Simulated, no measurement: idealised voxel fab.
Name of the process module below: voxel self aligned contacts
Cross-section cut: width 230 nm, square cells of 5 nm.
This document writes a cross-section as a grid whose cells are square, and gives it as bands, listed from the top down; one or more rows of cells form a band.
It is stipulated that each band's entry specify, in nanometres, the height of the top of the band and then that of its bottom, followed by the materials of the band in left-to-right sequence, each together with its width in nanometres. A single material marked by the word "all across" is understood to fill the band from edge to edge; the word "blank" is understood to denote empty space.
Height datum 0, below which the as-received substrate wafer is one material. Lowest band open at the bottom, running downward: "0 -> down".
A two-number width, for instance "30 to 40", indicates that the width is equal to the first number in the top row of the band and to the second number in the bottom row, and that it changes by a constant amount per row of cells.
Take "no modification" at face value: in the step it is given for, the cross-section changed in none of its cells.
The label "Trapped void list" introduces a list of the empty spaces, 8 cells or larger, that have no open way up to the top; each entry in it reads width x height at distance, where the distance is taken from the left edge and all three are stated in nm.
On a step's line, text after the settings is the simulator commenting on that step.
The optional step-line setting "overlay nm" applies to steps with a mask and quantifies how far to the right of its planned location the mask lay, a negative value indicating leftward placement.

[Steps planned for the process]
- 1: RECEIVE: material Si
- 2: OXIDIZE: depth nm 5
- 3: DIRECTIONAL_DEP: material polySi, thk nm 30
- 4: DIRECTIONAL_DEP: material SiN, thk nm 20
- 5: DIRECTIONAL_DEP: material aC, thk nm 10
- 6: PATTERN: tone cover, mask id GATE, material resist, width nm 30, pitch nm 60, thk nm 25, overlay nm 0
- 7: DIRECTIONAL_ETCH: etch materials aC, depth nm 10
- 8: STRIP: etch materials resist
- 9: DIRECTIONAL_ETCH: etch materials SiN, depth nm 20
- 10: DIRECTIONAL_ETCH: etch materials polySi, depth nm 30
- 11: STRIP: etch materials aC
- 12: CONFORMAL_DEP: material SiN, thk nm 5
- 13: DIRECTIONAL_ETCH: etch materials SiN, depth nm 5
- 14: FILL_DEP: material SiO2, thk nm 15
- 15: CMP: height nm 60
- 16: MASKED_ETCH: tone open, mask id CONTACT, width nm 40, pitch nm 60, etch materials SiO2, depth nm 65, overlay nm 0
- 17: CONFORMAL_DEP: material TiN, thk nm 5
- 18: FILL_DEP: material W, thk nm 10
- 19: CMP: height nm 60
- 20: CONFORMAL_DEP: material SiN, thk nm 5

[Cross-section of the wafer at receipt, which is the condition after step 1]
* 0 -> down: Si all across
* Trapped void list: none

[The following cross-section depicts the wafer upon conclusion of the module. Processing commenced from the starting condition illustrated above and adhered to the plan illustrated above, save for one mistake in execution]
* 65 -> 60: SiN all across
* 60 -> 55: SiO2=35  SiN=40  TiN=5  W=10  TiN=5  SiN=40  TiN=5  W=10  TiN=5  SiN=40  SiO2=35
* 55 -> 50: SiO2=35  SiN=40  TiN=20  SiN=40  TiN=20  SiN=40  SiO2=35
* 50 -> 30: SiN all across
* 30 -> 0: polySi all across
* 0 -> -5: SiO2 all across
* -5 -> down: Si all across
* Trapped void list: none
Short version of what went wrong: step 4 of the plan was performed twice
